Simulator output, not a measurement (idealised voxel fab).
Module name: voxel self aligned vias (process module)
This is section cut - it's 295 nm across, gridded in 5 nm square cells.
A cross-section is written here as square cells arranged in a grid, and it is given in bands from the top down, each band taking up one or more rows of cells. The band entry comprises the height of the band's top followed by the height of its bottom, expressed in nm, and subsequently the band's materials from left to right, each stated together with its width in nm. Where a single material is marked with the word "edge to edge", that material fills the band from edge to edge. The word "blank" represents empty space. Ref level 0: as-received wafer is one material below here. Bottom band extends down with no lower bound ("0..down"). It should be noted that a width expressed as "30->40" varies in equal increments from row to row of cells within the band, taking the value of the first number at the top row and that of the second number at the bottom row. "changes: none" after a step means that no cell of the cross-section changed. Empty spaces without an open route to the top, at least 8 cells in extent, make up the entry "Voids lacking openings"; each is given as width x height at distance, where the distance is measured from the left edge, and all are in nm. after a step's settings: what the simulator itself notes on the step. overlay nm: right-of-plan distance of the mask on a masked step; negative values mean left-of-plan.

# Listed below are the process steps as planned
1,op RECEIVE | material Si
2,op CONFORMAL_DEP | material SiO2 | thk nm 15
3,op CONFORMAL_DEP | material SiCN | thk nm 5
4,op DIRECTIONAL_DEP | material SiO2 | thk nm 20
5,op PATTERN | tone open | mask id LINES | material resist | width nm 30 | pitch nm 65 | thk nm 20 | overlay nm 0
6,op DIRECTIONAL_ETCH | etch materials SiO2 | depth nm 20
7,op STRIP | etch materials resist
8,op CONFORMAL_DEP | material TiN | thk nm 5
9,op FILL_DEP | material Ru | thk nm 10
10,op CMP | height nm 40
11,op SELECTIVE_ETCH | etch materials W Ru TiN | depth nm 10
12,op FILL_DEP | material SiN | thk nm 10
13,op CMP | height nm 40
14,op DIRECTIONAL_DEP | material SiO2 | thk nm 15
15,op MASKED_ETCH | tone open | mask id VIAS | width nm 50 | etch materials SiO2 | depth nm 15 | overlay nm 0
16,op MASKED_ETCH | tone open | mask id VIAS | width nm 50 | etch materials SiN | depth nm 10 | overlay nm 0
17,op CONFORMAL_DEP | material TiN | thk nm 5
18,op FILL_DEP | material Ru | thk nm 5
19,op CMP | height nm 55
20,op CONFORMAL_DEP | material SiCN | thk nm 5

# Step 1 complete: cross-section of the wafer as received
* 0..down = Si edge to edge
* Voids lacking openings: none

# Cross-sectional image of the first of two wafers at the end of the module, the run having proceeded as planned
* 60..55 = SiCN edge to edge
* 55..45 = SiO2=90 | TiN=5 | Ru=40 | TiN=5 | SiO2=155
* 45..40 = SiO2=90 | TiN=15 | Ru=20 | TiN=15 | SiO2=155
* 40..35 = SiO2=100 | TiN=5 | Ru=20 | TiN=5 | SiO2=35 | SiN=30 | SiO2=100
* 35..30 = SiO2=100 | TiN=30 | SiO2=35 | SiN=30 | SiO2=100
* 30..25 = SiO2=100 | TiN=5 | Ru=20 | TiN=5 | SiO2=35 | TiN=5 | Ru=20 | TiN=5 | SiO2=100
* 25..20 = SiO2=100 | TiN=30 | SiO2=35 | TiN=30 | SiO2=100
* 20..15 = SiCN edge to edge
* 15..0 = SiO2 edge to edge
* 0..down = Si edge to edge
* Voids lacking openings: none

# Second wafer of the two, sectioned at the end of the module. It began like the first and followed the same plan, but one mistake was made while running it
* 60..55 = SiCN edge to edge
* 55..45 = SiO2=90 | TiN=5 | Ru=40 | TiN=5 | SiO2=155
* 45..40 = SiO2=90 | TiN=50 | SiO2=155
* 40..30 = SiN=90 | TiN=10 | SiO2=30 | TiN=10 | SiN=25 | SiO2=30 | SiN=100
* 30..25 = Ru=95 | TiN=5 | SiO2=30 | TiN=5 | Ru=25 | TiN=5 | SiO2=30 | TiN=5 | Ru=95
* 25..20 = TiN=100 | SiO2=30 | TiN=35 | SiO2=30 | TiN=100
* 20..15 = SiCN edge to edge
* 15..0 = SiO2 edge to edge
* 0..down = Si edge to edge
* Voids lacking openings: none
Nonconformance to the process plan: step 5 was processed under conditions differing from the plan, specifically as op PATTERN | tone cover | mask id LINES | material resist | width nm 30 | pitch nm 65 | thk nm 20 | overlay nm 0
End of process, cell counts, second wafer against first, materials with more or fewer: Ru +27, SiN +74, SiO2 -140, TiN +39
